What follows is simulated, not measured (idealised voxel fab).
process module | voxel wiring stack
cross-section cut | 225 nm wide | cells 5 nm
A cross-section is a grid of square cells, given in bands from the top down. A band is one or more rows of cells.
Each band's line starts with the height of the band's top and of its bottom, in nm. Then come its materials from left to right, each with its width in nm. One material with "throughout" fills the band from edge to edge. "air" is empty space.
Height 0 is the level under which the wafer as received is all one material. The lowest band goes on downwards, as in "0 down".
A width such as "30 to 40" changes by the same amount from each row of cells to the next, from the band's top row to its bottom row.
"no change" after a step means that no cell of the cross-section changed.
closed voids: empty space of 8 cells or more with no open way to the top, each as width x height at its distance from the left edge, in nm
after a step's settings: what the simulator itself notes on the step
overlay nm, on a step with a mask: how far to the right of its planned place the mask lay; to the left if negative
Each pair below shows a cross-section before one step and the cross-section after it, down to the lowest band that changed. The line under each pair gives the step between them, with its settings. The pairs can come from different runs of this module on the same starting wafer, so a pair continues from the pair above only where its "before" says so.
before
  0 down: Si throughout
  closed voids: none
after
  10 to 0: SiO2 throughout
  below 0: unchanged
  closed voids: none
the step between: op CONFORMAL_DEP | material SiO2 | thk nm 10
before: the cross-section after the pair above
after
  15 to 10: TiN throughout
  below 10: unchanged
  closed voids: none
the step between: op DIRECTIONAL_DEP | material TiN | thk nm 5
before: the cross-section after the pair above
after
  35 to 15: Ru throughout
  below 15: unchanged
  closed voids: none
the step between: op DIRECTIONAL_DEP | material Ru | thk nm 20
before: the cross-section after the pair above
after
  45 to 35: aC throughout
  below 35: unchanged
  closed voids: none
the step between: op DIRECTIONAL_DEP | material aC | thk nm 10
before: the cross-section after the pair above
after
  75 to 45: air 20 | resist 30 | air 20 | resist 30 | air 20 | resist 30 | air 20 | resist 30 | air 25
  below 45: unchanged
  closed voids: none
the step between: op PATTERN | tone cover | mask id METAL_1 | material resist | width nm 30 | pitch nm 50 | thk nm 30 | overlay nm 0
before: the cross-section after the pair above
after
  65 to 45: air 20 | resist 30 | air 20 | resist 30 | air 20 | resist 30 | air 20 | resist 30 | air 25
  45 to 35: air 20 | aC 30 | air 20 | aC 30 | air 20 | aC 30 | air 20 | aC 30 | air 25
  below 35: unchanged
  closed voids: none
the step between: op DIRECTIONAL_ETCH | etch materials aC | depth nm 10
before: the cross-section after the pair above
after
  45 to 35: air 20 | aC 30 | air 20 | aC 30 | air 20 | aC 30 | air 20 | aC 30 | air 25
  below 35: unchanged
  closed voids: none
the step between: op STRIP | etch materials resist
before: the cross-section after the pair above
after
  45 to 35: air 20 | aC 30 | air 20 | aC 30 | air 20 | aC 30 | air 20 | aC 30 | air 25
  35 to 15: air 20 | Ru 30 | air 20 | Ru 30 | air 20 | Ru 30 | air 20 | Ru 30 | air 25
  below 15: unchanged
  closed voids: none
the step between: op DIRECTIONAL_ETCH | etch materials Ru | depth nm 20
before: the cross-section after the pair above
after
  45 to 35: air 20 | aC 30 | air 20 | aC 30 | air 20 | aC 30 | air 20 | aC 30 | air 25
  35 to 15: air 20 | Ru 30 | air 20 | Ru 30 | air 20 | Ru 30 | air 20 | Ru 30 | air 25
  15 to 10: air 20 | TiN 30 | air 20 | TiN 30 | air 20 | TiN 30 | air 20 | TiN 30 | air 25
  below 10: unchanged
  closed voids: none
the step between: op DIRECTIONAL_ETCH | etch materials TiN | depth nm 5
before: the cross-section after the pair above
after
  35 to 15: air 20 | Ru 30 | air 20 | Ru 30 | air 20 | Ru 30 | air 20 | Ru 30 | air 25
  below 15: unchanged
  closed voids: none
the step between: op STRIP | etch materials aC
before: the cross-section after the pair above
after
  40 to 35: air 15 | SiCN 40 | air 10 | SiCN 40 | air 10 | SiCN 40 | air 10 | SiCN 40 | air 20
  35 to 15: air 15 | SiCN 5 | Ru 30 | SiCN 5 | air 10 | SiCN 5 | Ru 30 | SiCN 5 | air 10 | SiCN 5 | Ru 30 | SiCN 5 | air 10 | SiCN 5 | Ru 30 | SiCN 5 | air 20
  15 to 10: SiCN 20 | TiN 30 | SiCN 20 | TiN 30 | SiCN 20 | TiN 30 | SiCN 20 | TiN 30 | SiCN 25
  below 10: unchanged
  closed voids: none
the step between: op CONFORMAL_DEP | material SiCN | thk nm 5
before: the cross-section after the pair above
after
  45 to 40: lowk throughout
  40 to 35: lowk 15 | SiCN 40 | lowk 10 | SiCN 40 | lowk 10 | SiCN 40 | lowk 10 | SiCN 40 | lowk 20
  35 to 15: lowk 15 | SiCN 5 | Ru 30 | SiCN 5 | lowk 10 | SiCN 5 | Ru 30 | SiCN 5 | lowk 10 | SiCN 5 | Ru 30 | SiCN 5 | lowk 10 | SiCN 5 | Ru 30 | SiCN 5 | lowk 20
  below 15: unchanged
  closed voids: none
the step between: op FILL_DEP | material lowk | thk nm 5
before: the cross-section after the pair above
after
  35 to 15: lowk 15 | SiCN 5 | Ru 30 | SiCN 5 | lowk 10 | SiCN 5 | Ru 30 | SiCN 5 | lowk 10 | SiCN 5 | Ru 30 | SiCN 5 | lowk 10 | SiCN 5 | Ru 30 | SiCN 5 | lowk 20
  below 15: unchanged
  closed voids: none
the step between: op CMP | height nm 35
before: the cross-section after the pair above
after
  40 to 35: SiCN throughout
  below 35: unchanged
  closed voids: none
the step between: op CONFORMAL_DEP | material SiCN | thk nm 5
before: the cross-section after the pair above
after
  55 to 40: lowk throughout
  below 40: unchanged
  closed voids: none
the step between: op DIRECTIONAL_DEP | material lowk | thk nm 15
before: the cross-section after the pair above
after
  55 to 40: lowk 20 | air 15 | lowk 35 | air 15 | lowk 35 | air 15 | lowk 35 | air 15 | lowk 40
  below 40: unchanged
  closed voids: none
the step between: op MASKED_ETCH | tone open | mask id PLUG_1 | width nm 15 | pitch nm 50 | etch materials lowk | depth nm 15 | overlay nm 0
before: the cross-section after the pair above
after
  55 to 40: lowk 20 | air 15 | lowk 35 | air 15 | lowk 35 | air 15 | lowk 35 | air 15 | lowk 40
  40 to 35: SiCN 20 | air 15 | SiCN 35 | air 15 | SiCN 35 | air 15 | SiCN 35 | air 15 | SiCN 40
  below 35: unchanged
  closed voids: none
the step between: op MASKED_ETCH | tone open | mask id PLUG_1 | width nm 15 | pitch nm 50 | etch materials SiCN | depth nm 5 | overlay nm 0
before: the cross-section after the pair above
after
  60 to 55: TiN 25 | air 5 | TiN 45 | air 5 | TiN 45 | air 5 | TiN 45 | air 5 | TiN 45
  55 to 40: lowk 20 | TiN 5 | air 5 | TiN 5 | lowk 35 | TiN 5 | air 5 | TiN 5 | lowk 35 | TiN 5 | air 5 | TiN 5 | lowk 35 | TiN 5 | air 5 | TiN 5 | lowk 40
  40 to 35: SiCN 20 | TiN 15 | SiCN 35 | TiN 15 | SiCN 35 | TiN 15 | SiCN 35 | TiN 15 | SiCN 40
  below 35: unchanged
  closed voids: none
the step between: op CONFORMAL_DEP | material TiN | thk nm 5
before: the cross-section after the pair above
after
  70 to 60: Cu throughout
  60 to 55: TiN 25 | Cu 5 | TiN 45 | Cu 5 | TiN 45 | Cu 5 | TiN 45 | Cu 5 | TiN 45
  55 to 40: lowk 20 | TiN 5 | Cu 5 | TiN 5 | lowk 35 | TiN 5 | Cu 5 | TiN 5 | lowk 35 | TiN 5 | Cu 5 | TiN 5 | lowk 35 | TiN 5 | Cu 5 | TiN 5 | lowk 40
  below 40: unchanged
  closed voids: none
the step between: op FILL_DEP | material Cu | thk nm 10
before: the cross-section after the pair above
after
  55 to 40: lowk 20 | TiN 5 | Cu 5 | TiN 5 | lowk 35 | TiN 5 | Cu 5 | TiN 5 | lowk 35 | TiN 5 | Cu 5 | TiN 5 | lowk 35 | TiN 5 | Cu 5 | TiN 5 | lowk 40
  below 40: unchanged
  closed voids: none
the step between: op CMP | height nm 55
before: the cross-section after the pair above
after
  60 to 55: TiN throughout
  below 55: unchanged
  closed voids: none
the step between: op DIRECTIONAL_DEP | material TiN | thk nm 5
before: the cross-section after the pair above
after
  80 to 60: W throughout
  below 60: unchanged
  closed voids: none
the step between: op DIRECTIONAL_DEP | material W | thk nm 20
before: the cross-section after the pair above
after
  95 to 80: air 20 | resist 30 | air 20 | resist 30 | air 20 | resist 30 | air 20 | resist 30 | air 25
  below 80: unchanged
  closed voids: none
the step between: op PATTERN | tone cover | mask id METAL_2 | material resist | width nm 30 | pitch nm 50 | thk nm 15 | overlay nm 0
before: the cross-section after the pair above
after
  95 to 80: air 20 | resist 30 | air 20 | resist 30 | air 20 | resist 30 | air 20 | resist 30 | air 25
  80 to 60: air 20 | W 30 | air 20 | W 30 | air 20 | W 30 | air 20 | W 30 | air 25
  below 60: unchanged
  closed voids: none
the step between: op DIRECTIONAL_ETCH | etch materials W | depth nm 20
before: the cross-section after the pair above
after
  95 to 80: air 20 | resist 30 | air 20 | resist 30 | air 20 | resist 30 | air 20 | resist 30 | air 25
  80 to 60: air 20 | W 30 | air 20 | W 30 | air 20 | W 30 | air 20 | W 30 | air 25
  60 to 55: air 20 | TiN 30 | air 20 | TiN 30 | air 20 | TiN 30 | air 20 | TiN 30 | air 25
  below 55: unchanged
  closed voids: none
the step between: op DIRECTIONAL_ETCH | etch materials TiN | depth nm 5
before: the cross-section after the pair above
after
  80 to 60: air 20 | W 30 | air 20 | W 30 | air 20 | W 30 | air 20 | W 30 | air 25
  below 60: unchanged
  closed voids: none
the step between: op STRIP | etch materials resist
before: the cross-section after the pair above
after
  85 to 80: lowk throughout
  80 to 60: lowk 20 | W 30 | lowk 20 | W 30 | lowk 20 | W 30 | lowk 20 | W 30 | lowk 25
  60 to 55: lowk 20 | TiN 30 | lowk 20 | TiN 30 | lowk 20 | TiN 30 | lowk 20 | TiN 30 | lowk 25
  below 55: unchanged
  closed voids: none
the step between: op FILL_DEP | material lowk | thk nm 5
before: the cross-section after the pair above
after
  80 to 60: lowk 20 | W 30 | lowk 20 | W 30 | lowk 20 | W 30 | lowk 20 | W 30 | lowk 25
  below 60: unchanged
  closed voids: none
the step between: op CMP | height nm 80
before: the cross-section after the pair above
after
  85 to 80: SiCN throughout
  below 80: unchanged
  closed voids: none
the step between: op CONFORMAL_DEP | material SiCN | thk nm 5
before: the cross-section after the pair above
after
  95 to 85: SiO2 throughout
  below 85: unchanged
  closed voids: none
the step between: op DIRECTIONAL_DEP | material SiO2 | thk nm 10
before: the cross-section after the pair above
after
  115 to 95: resist 20 | air 15 | resist 85 | air 15 | resist 90
  below 95: unchanged
  closed voids: none
the step between: op PATTERN | tone open | mask id PLUG_2 | material resist | width nm 15 | pitch nm 100 | thk nm 20 | overlay nm 0
before: the cross-section after the pair above
after
  115 to 95: resist 20 | air 15 | resist 85 | air 15 | resist 90
  95 to 85: SiO2 20 | air 15 | SiO2 85 | air 15 | SiO2 90
  below 85: unchanged
  closed voids: none
the step between: op DIRECTIONAL_ETCH | etch materials SiO2 | depth nm 10
before: the cross-section after the pair above
after
  115 to 95: resist 20 | air 15 | resist 85 | air 15 | resist 90
  95 to 85: SiO2 20 | air 15 | SiO2 85 | air 15 | SiO2 90
  85 to 80: SiCN 20 | air 15 | SiCN 85 | air 15 | SiCN 90
  below 80: unchanged
  closed voids: none
the step between: op DIRECTIONAL_ETCH | etch materials SiCN | depth nm 5
before: the cross-section after the pair above
after
  95 to 85: SiO2 20 | air 15 | SiO2 85 | air 15 | SiO2 90
  below 85: unchanged
  closed voids: none
the step between: op STRIP | etch materials resist
before: the cross-section after the pair above
after
  95 to 90: SiO2 20 | air 15 | SiO2 85 | air 15 | SiO2 90
  90 to 85: SiO2 20 | Ru 15 | SiO2 85 | Ru 15 | SiO2 90
  85 to 80: SiCN 20 | Ru 15 | SiCN 85 | Ru 15 | SiCN 90
  below 80: unchanged
  closed voids: none
the step between: op EPI | material Ru | thk nm 10
before: the cross-section after the pair above
after
  95 to 85: SiO2 20 | Ru 15 | SiO2 85 | Ru 15 | SiO2 90
  below 85: unchanged
  closed voids: none
the step between: op EPI | material Ru | thk nm 5
before: the cross-section after the pair above
after
  100 to 95: TiN throughout
  below 95: unchanged
  closed voids: none
the step between: op DIRECTIONAL_DEP | material TiN | thk nm 5
before: the cross-section after the pair above
after
  125 to 100: Ru throughout
  below 100: unchanged
  closed voids: none
the step between: op DIRECTIONAL_DEP | material Ru | thk nm 25
before: the cross-section after the pair above
after
  145 to 125: air 20 | resist 30 | air 20 | resist 30 | air 20 | resist 30 | air 20 | resist 30 | air 25
  below 125: unchanged
  closed voids: none
the step between: op PATTERN | tone cover | mask id METAL_3 | material resist | width nm 30 | pitch nm 50 | thk nm 20 | overlay nm 0
before: the cross-section after the pair above
after
  145 to 125: air 20 | resist 30 | air 20 | resist 30 | air 20 | resist 30 | air 20 | resist 30 | air 25
  125 to 100: air 20 | Ru 30 | air 20 | Ru 30 | air 20 | Ru 30 | air 20 | Ru 30 | air 25
  below 100: unchanged
  closed voids: none
the step between: op DIRECTIONAL_ETCH | etch materials Ru | depth nm 25
before: the cross-section after the pair above
after
  145 to 125: air 20 | resist 30 | air 20 | resist 30 | air 20 | resist 30 | air 20 | resist 30 | air 25
  125 to 100: air 20 | Ru 30 | air 20 | Ru 30 | air 20 | Ru 30 | air 20 | Ru 30 | air 25
  100 to 95: air 20 | TiN 30 | air 20 | TiN 30 | air 20 | TiN 30 | air 20 | TiN 30 | air 25
  below 95: unchanged
  closed voids: none
the step between: op DIRECTIONAL_ETCH | etch materials TiN | depth nm 5
before: the cross-section after the pair above
after
  125 to 100: air 20 | Ru 30 | air 20 | Ru 30 | air 20 | Ru 30 | air 20 | Ru 30 | air 25
  below 100: unchanged
  closed voids: none
the step between: op STRIP | etch materials resist
before: the cross-section after the pair above
after
  135 to 125: lowk throughout
  125 to 100: lowk 20 | Ru 30 | lowk 20 | Ru 30 | lowk 20 | Ru 30 | lowk 20 | Ru 30 | lowk 25
  100 to 95: lowk 20 | TiN 30 | lowk 20 | TiN 30 | lowk 20 | TiN 30 | lowk 20 | TiN 30 | lowk 25
  below 95: unchanged
  closed voids: none
the step between: op FILL_DEP | material lowk | thk nm 10
before: the cross-section after the pair above
after
  125 to 100: lowk 20 | Ru 30 | lowk 20 | Ru 30 | lowk 20 | Ru 30 | lowk 20 | Ru 30 | lowk 25
  below 100: unchanged
  closed voids: none
the step between: op CMP | height nm 125
before: the cross-section after the pair above
after
  130 to 125: SiN throughout
  below 125: unchanged
  closed voids: none
the step between: op CONFORMAL_DEP | material SiN | thk nm 5
before
  0 down: Si throughout
  closed voids: none
after
  5 to 0: TiN throughout
  below 0: unchanged
  closed voids: none
the step between: op DIRECTIONAL_DEP | material TiN | thk nm 5
before: the cross-section after the pair above
after
  25 to 5: Ru throughout
  below 5: unchanged
  closed voids: none
the step between: op DIRECTIONAL_DEP | material Ru | thk nm 20
before: the cross-section after the pair above
after
  35 to 25: aC throughout
  below 25: unchanged
  closed voids: none
the step between: op DIRECTIONAL_DEP | material aC | thk nm 10
before: the cross-section after the pair above
after
  65 to 35: air 20 | resist 30 | air 20 | resist 30 | air 20 | resist 30 | air 20 | resist 30 | air 25
  below 35: unchanged
  closed voids: none
the step between: op PATTERN | tone cover | mask id METAL_1 | material resist | width nm 30 | pitch nm 50 | thk nm 30 | overlay nm 0
before: the cross-section after the pair above
after
  55 to 35: air 20 | resist 30 | air 20 | resist 30 | air 20 | resist 30 | air 20 | resist 30 | air 25
  35 to 25: air 20 | aC 30 | air 20 | aC 30 | air 20 | aC 30 | air 20 | aC 30 | air 25
  below 25: unchanged
  closed voids: none
the step between: op DIRECTIONAL_ETCH | etch materials aC | depth nm 10
before: the cross-section after the pair above
after
  35 to 25: air 20 | aC 30 | air 20 | aC 30 | air 20 | aC 30 | air 20 | aC 30 | air 25
  below 25: unchanged
  closed voids: none
the step between: op STRIP | etch materials resist
before: the cross-section after the pair above
after
  35 to 25: air 20 | aC 30 | air 20 | aC 30 | air 20 | aC 30 | air 20 | aC 30 | air 25
  25 to 5: air 20 | Ru 30 | air 20 | Ru 30 | air 20 | Ru 30 | air 20 | Ru 30 | air 25
  below 5: unchanged
  closed voids: none
the step between: op DIRECTIONAL_ETCH | etch materials Ru | depth nm 20
before: the cross-section after the pair above
after
  35 to 25: air 20 | aC 30 | air 20 | aC 30 | air 20 | aC 30 | air 20 | aC 30 | air 25
  25 to 5: air 20 | Ru 30 | air 20 | Ru 30 | air 20 | Ru 30 | air 20 | Ru 30 | air 25
  5 to 0: air 20 | TiN 30 | air 20 | TiN 30 | air 20 | TiN 30 | air 20 | TiN 30 | air 25
  below 0: unchanged
  closed voids: none
the step between: op DIRECTIONAL_ETCH | etch materials TiN | depth nm 5
before: the cross-section after the pair above
after
  25 to 5: air 20 | Ru 30 | air 20 | Ru 30 | air 20 | Ru 30 | air 20 | Ru 30 | air 25
  below 5: unchanged
  closed voids: none
the step between: op STRIP | etch materials aC
before: the cross-section after the pair above
after
  30 to 25: air 15 | SiCN 40 | air 10 | SiCN 40 | air 10 | SiCN 40 | air 10 | SiCN 40 | air 20
  25 to 5: air 15 | SiCN 5 | Ru 30 | SiCN 5 | air 10 | SiCN 5 | Ru 30 | SiCN 5 | air 10 | SiCN 5 | Ru 30 | SiCN 5 | air 10 | SiCN 5 | Ru 30 | SiCN 5 | air 20
  5 to 0: SiCN 20 | TiN 30 | SiCN 20 | TiN 30 | SiCN 20 | TiN 30 | SiCN 20 | TiN 30 | SiCN 25
  below 0: unchanged
  closed voids: none
the step between: op CONFORMAL_DEP | material SiCN | thk nm 5
before: the cross-section after the pair above
after
  35 to 30: lowk throughout
  30 to 25: lowk 15 | SiCN 40 | lowk 10 | SiCN 40 | lowk 10 | SiCN 40 | lowk 10 | SiCN 40 | lowk 20
  25 to 5: lowk 15 | SiCN 5 | Ru 30 | SiCN 5 | lowk 10 | SiCN 5 | Ru 30 | SiCN 5 | lowk 10 | SiCN 5 | Ru 30 | SiCN 5 | lowk 10 | SiCN 5 | Ru 30 | SiCN 5 | lowk 20
  below 5: unchanged
  closed voids: none
the step between: op FILL_DEP | material lowk | thk nm 5
before: the cross-section after the pair above
after
  40 to 35: SiCN throughout
  below 35: unchanged
  closed voids: none
the step between: op CONFORMAL_DEP | material SiCN | thk nm 5
before: the cross-section after the pair above
after
  55 to 40: lowk throughout
  below 40: unchanged
  closed voids: none
the step between: op DIRECTIONAL_DEP | material lowk | thk nm 15
before: the cross-section after the pair above
after
  55 to 40: lowk 20 | air 15 | lowk 35 | air 15 | lowk 35 | air 15 | lowk 35 | air 15 | lowk 40
  below 40: unchanged
  closed voids: none
the step between: op MASKED_ETCH | tone open | mask id PLUG_1 | width nm 15 | pitch nm 50 | etch materials lowk | depth nm 15 | overlay nm 0
before: the cross-section after the pair above
after
  55 to 40: lowk 20 | air 15 | lowk 35 | air 15 | lowk 35 | air 15 | lowk 35 | air 15 | lowk 40
  40 to 35: SiCN 20 | air 15 | SiCN 35 | air 15 | SiCN 35 | air 15 | SiCN 35 | air 15 | SiCN 40
  below 35: unchanged
  closed voids: none
the step between: op MASKED_ETCH | tone open | mask id PLUG_1 | width nm 15 | pitch nm 50 | etch materials SiCN | depth nm 5 | overlay nm 0
before: the cross-section after the pair above
after
  60 to 55: TiN 25 | air 5 | TiN 45 | air 5 | TiN 45 | air 5 | TiN 45 | air 5 | TiN 45
  55 to 40: lowk 20 | TiN 5 | air 5 | TiN 5 | lowk 35 | TiN 5 | air 5 | TiN 5 | lowk 35 | TiN 5 | air 5 | TiN 5 | lowk 35 | TiN 5 | air 5 | TiN 5 | lowk 40
  40 to 35: SiCN 20 | TiN 15 | SiCN 35 | TiN 15 | SiCN 35 | TiN 15 | SiCN 35 | TiN 15 | SiCN 40
  below 35: unchanged
  closed voids: none
the step between: op CONFORMAL_DEP | material TiN | thk nm 5
before: the cross-section after the pair above
after
  70 to 60: Cu throughout
  60 to 55: TiN 25 | Cu 5 | TiN 45 | Cu 5 | TiN 45 | Cu 5 | TiN 45 | Cu 5 | TiN 45
  55 to 40: lowk 20 | TiN 5 | Cu 5 | TiN 5 | lowk 35 | TiN 5 | Cu 5 | TiN 5 | lowk 35 | TiN 5 | Cu 5 | TiN 5 | lowk 35 | TiN 5 | Cu 5 | TiN 5 | lowk 40
  below 40: unchanged
  closed voids: none
the step between: op FILL_DEP | material Cu | thk nm 10
before: the cross-section after the pair above
after
  55 to 40: lowk 20 | TiN 5 | Cu 5 | TiN 5 | lowk 35 | TiN 5 | Cu 5 | TiN 5 | lowk 35 | TiN 5 | Cu 5 | TiN 5 | lowk 35 | TiN 5 | Cu 5 | TiN 5 | lowk 40
  below 40: unchanged
  closed voids: none
the step between: op CMP | height nm 55
before: the cross-section after the pair above
after
  60 to 55: TiN throughout
  below 55: unchanged
  closed voids: none
the step between: op DIRECTIONAL_DEP | material TiN | thk nm 5
before: the cross-section after the pair above
after
  80 to 60: W throughout
  below 60: unchanged
  closed voids: none
the step between: op DIRECTIONAL_DEP | material W | thk nm 20
before: the cross-section after the pair above
after
  95 to 80: air 20 | resist 30 | air 20 | resist 30 | air 20 | resist 30 | air 20 | resist 30 | air 25
  below 80: unchanged
  closed voids: none
the step between: op PATTERN | tone cover | mask id METAL_2 | material resist | width nm 30 | pitch nm 50 | thk nm 15 | overlay nm 0
before: the cross-section after the pair above
after
  95 to 80: air 20 | resist 30 | air 20 | resist 30 | air 20 | resist 30 | air 20 | resist 30 | air 25
  80 to 60: air 20 | W 30 | air 20 | W 30 | air 20 | W 30 | air 20 | W 30 | air 25
  below 60: unchanged
  closed voids: none
the step between: op DIRECTIONAL_ETCH | etch materials W | depth nm 20
before: the cross-section after the pair above
after
  95 to 80: air 20 | resist 30 | air 20 | resist 30 | air 20 | resist 30 | air 20 | resist 30 | air 25
  80 to 60: air 20 | W 30 | air 20 | W 30 | air 20 | W 30 | air 20 | W 30 | air 25
  60 to 55: air 20 | TiN 30 | air 20 | TiN 30 | air 20 | TiN 30 | air 20 | TiN 30 | air 25
  below 55: unchanged
  closed voids: none
the step between: op DIRECTIONAL_ETCH | etch materials TiN | depth nm 5
before: the cross-section after the pair above
after
  80 to 60: air 20 | W 30 | air 20 | W 30 | air 20 | W 30 | air 20 | W 30 | air 25
  below 60: unchanged
  closed voids: none
the step between: op STRIP | etch materials resist
before: the cross-section after the pair above
after
  85 to 80: lowk throughout
  80 to 60: lowk 20 | W 30 | lowk 20 | W 30 | lowk 20 | W 30 | lowk 20 | W 30 | lowk 25
  60 to 55: lowk 20 | TiN 30 | lowk 20 | TiN 30 | lowk 20 | TiN 30 | lowk 20 | TiN 30 | lowk 25
  below 55: unchanged
  closed voids: none
the step between: op FILL_DEP | material lowk | thk nm 5
before: the cross-section after the pair above
after
  80 to 60: lowk 20 | W 30 | lowk 20 | W 30 | lowk 20 | W 30 | lowk 20 | W 30 | lowk 25
  below 60: unchanged
  closed voids: none
the step between: op CMP | height nm 80
before: the cross-section after the pair above
after
  85 to 80: SiCN throughout
  below 80: unchanged
  closed voids: none
the step between: op CONFORMAL_DEP | material SiCN | thk nm 5
before: the cross-section after the pair above
after
  95 to 85: SiO2 throughout
  below 85: unchanged
  closed voids: none
the step between: op DIRECTIONAL_DEP | material SiO2 | thk nm 10
before: the cross-section after the pair above
after
  115 to 95: resist 20 | air 15 | resist 85 | air 15 | resist 90
  below 95: unchanged
  closed voids: none
the step between: op PATTERN | tone open | mask id PLUG_2 | material resist | width nm 15 | pitch nm 100 | thk nm 20 | overlay nm 0
before: the cross-section after the pair above
after
  115 to 95: resist 20 | air 15 | resist 85 | air 15 | resist 90
  95 to 85: SiO2 20 | air 15 | SiO2 85 | air 15 | SiO2 90
  below 85: unchanged
  closed voids: none
the step between: op DIRECTIONAL_ETCH | etch materials SiO2 | depth nm 10
before: the cross-section after the pair above
after
  115 to 95: resist 20 | air 15 | resist 85 | air 15 | resist 90
  95 to 85: SiO2 20 | air 15 | SiO2 85 | air 15 | SiO2 90
  85 to 80: SiCN 20 | air 15 | SiCN 85 | air 15 | SiCN 90
  below 80: unchanged
  closed voids: none
the step between: op DIRECTIONAL_ETCH | etch materials SiCN | depth nm 5
before: the cross-section after the pair above
after
  95 to 85: SiO2 20 | air 15 | SiO2 85 | air 15 | SiO2 90
  below 85: unchanged
  closed voids: none
the step between: op STRIP | etch materials resist
before: the cross-section after the pair above
after
  95 to 90: SiO2 20 | air 15 | SiO2 85 | air 15 | SiO2 90
  90 to 85: SiO2 20 | Ru 15 | SiO2 85 | Ru 15 | SiO2 90
  85 to 80: SiCN 20 | Ru 15 | SiCN 85 | Ru 15 | SiCN 90
  below 80: unchanged
  closed voids: none
the step between: op EPI | material Ru | thk nm 10
before: the cross-section after the pair above
after
  95 to 85: SiO2 20 | Ru 15 | SiO2 85 | Ru 15 | SiO2 90
  below 85: unchanged
  closed voids: none
the step between: op EPI | material Ru | thk nm 5
before: the cross-section after the pair above
after
  100 to 95: TiN throughout
  below 95: unchanged
  closed voids: none
the step between: op DIRECTIONAL_DEP | material TiN | thk nm 5
before: the cross-section after the pair above
after
  125 to 100: Ru throughout
  below 100: unchanged
  closed voids: none
the step between: op DIRECTIONAL_DEP | material Ru | thk nm 25
before: the cross-section after the pair above
after
  145 to 125: air 20 | resist 30 | air 20 | resist 30 | air 20 | resist 30 | air 20 | resist 30 | air 25
  below 125: unchanged
  closed voids: none
the step between: op PATTERN | tone cover | mask id METAL_3 | material resist | width nm 30 | pitch nm 50 | thk nm 20 | overlay nm 0
before: the cross-section after the pair above
after
  145 to 125: air 20 | resist 30 | air 20 | resist 30 | air 20 | resist 30 | air 20 | resist 30 | air 25
  125 to 100: air 20 | Ru 30 | air 20 | Ru 30 | air 20 | Ru 30 | air 20 | Ru 30 | air 25
  below 100: unchanged
  closed voids: none
the step between: op DIRECTIONAL_ETCH | etch materials Ru | depth nm 25
before: the cross-section after the pair above
after
  145 to 125: air 20 | resist 30 | air 20 | resist 30 | air 20 | resist 30 | air 20 | resist 30 | air 25
  125 to 100: air 20 | Ru 30 | air 20 | Ru 30 | air 20 | Ru 30 | air 20 | Ru 30 | air 25
  100 to 95: air 20 | TiN 30 | air 20 | TiN 30 | air 20 | TiN 30 | air 20 | TiN 30 | air 25
  below 95: unchanged
  closed voids: none
the step between: op DIRECTIONAL_ETCH | etch materials TiN | depth nm 5
before: the cross-section after the pair above
after
  125 to 100: air 20 | Ru 30 | air 20 | Ru 30 | air 20 | Ru 30 | air 20 | Ru 30 | air 25
  below 100: unchanged
  closed voids: none
the step between: op STRIP | etch materials resist
before: the cross-section after the pair above
after
  135 to 125: lowk throughout
  125 to 100: lowk 20 | Ru 30 | lowk 20 | Ru 30 | lowk 20 | Ru 30 | lowk 20 | Ru 30 | lowk 25
  100 to 95: lowk 20 | TiN 30 | lowk 20 | TiN 30 | lowk 20 | TiN 30 | lowk 20 | TiN 30 | lowk 25
  below 95: unchanged
  closed voids: none
the step between: op FILL_DEP | material lowk | thk nm 10
before: the cross-section after the pair above
after
  125 to 100: lowk 20 | Ru 30 | lowk 20 | Ru 30 | lowk 20 | Ru 30 | lowk 20 | Ru 30 | lowk 25
  below 100: unchanged
  closed voids: none
the step between: op CMP | height nm 125
before: the cross-section after the pair above
after
  130 to 125: SiN throughout
  below 125: unchanged
  closed voids: none
the step between: op CONFORMAL_DEP | material SiN | thk nm 5
before
  95 to 90: SiO2 20 | air 15 | SiO2 85 | air 15 | SiO2 90
  90 to 85: SiO2 20 | Ru 15 | SiO2 85 | Ru 15 | SiO2 90
  85 to 80: SiCN 20 | Ru 15 | SiCN 85 | Ru 15 | SiCN 90
  80 to 60: lowk 20 | W 30 | lowk 20 | W 30 | lowk 20 | W 30 | lowk 20 | W 30 | lowk 25
  60 to 55: lowk 20 | TiN 30 | lowk 20 | TiN 30 | lowk 20 | TiN 30 | lowk 20 | TiN 30 | lowk 25
  55 to 40: lowk 20 | TiN 5 | Cu 5 | TiN 5 | lowk 35 | TiN 5 | Cu 5 | TiN 5 | lowk 35 | TiN 5 | Cu 5 | TiN 5 | lowk 35 | TiN 5 | Cu 5 | TiN 5 | lowk 40
  40 to 35: SiCN 20 | TiN 15 | SiCN 35 | TiN 15 | SiCN 35 | TiN 15 | SiCN 35 | TiN 15 | SiCN 40
  35 to 15: lowk 15 | SiCN 5 | Ru 30 | SiCN 5 | lowk 10 | SiCN 5 | Ru 30 | SiCN 5 | lowk 10 | SiCN 5 | Ru 30 | SiCN 5 | lowk 10 | SiCN 5 | Ru 30 | SiCN 5 | lowk 20
  15 to 10: SiCN 20 | TiN 30 | SiCN 20 | TiN 30 | SiCN 20 | TiN 30 | SiCN 20 | TiN 30 | SiCN 25
  10 to 0: SiO2 throughout
  0 down: Si throughout
  closed voids: none
after
  100 to 95: air 15 | Ru 25 | air 75 | Ru 25 | air 85
  95 to 85: SiO2 20 | Ru 15 | SiO2 85 | Ru 15 | SiO2 90
  below 85: unchanged
  closed voids: none
the step between: op EPI | material Ru | thk nm 10
before: the cross-section after the pair above
after
  105 to 95: air 10 | Ru 35 | air 65 | Ru 35 | air 80
  below 95: unchanged
  closed voids: none
the step between: op EPI | material Ru | thk nm 5
before: the cross-section after the pair above
after
  110 to 105: air 10 | TiN 35 | air 65 | TiN 35 | air 80
  105 to 100: air 10 | Ru 35 | air 65 | Ru 35 | air 80
  100 to 95: TiN 10 | Ru 35 | TiN 65 | Ru 35 | TiN 80
  below 95: unchanged
  closed voids: none
the step between: op DIRECTIONAL_DEP | material TiN | thk nm 5
before: the cross-section after the pair above
after
  135 to 125: air 10 | Ru 35 | air 65 | Ru 35 | air 80
  125 to 110: Ru throughout
  110 to 105: Ru 10 | TiN 35 | Ru 65 | TiN 35 | Ru 80
  105 to 100: Ru throughout
  below 100: unchanged
  closed voids: none
the step between: op DIRECTIONAL_DEP | material Ru | thk nm 25
before: the cross-section after the pair above
after
  155 to 135: air 20 | resist 30 | air 20 | resist 30 | air 20 | resist 30 | air 20 | resist 30 | air 25
  135 to 125: air 10 | Ru 35 | resist 5 | air 20 | resist 30 | air 10 | Ru 35 | resist 5 | air 20 | resist 30 | air 25
  below 125: unchanged
  closed voids: none
the step between: op PATTERN | tone cover | mask id METAL_3 | material resist | width nm 30 | pitch nm 50 | thk nm 20 | overlay nm 0
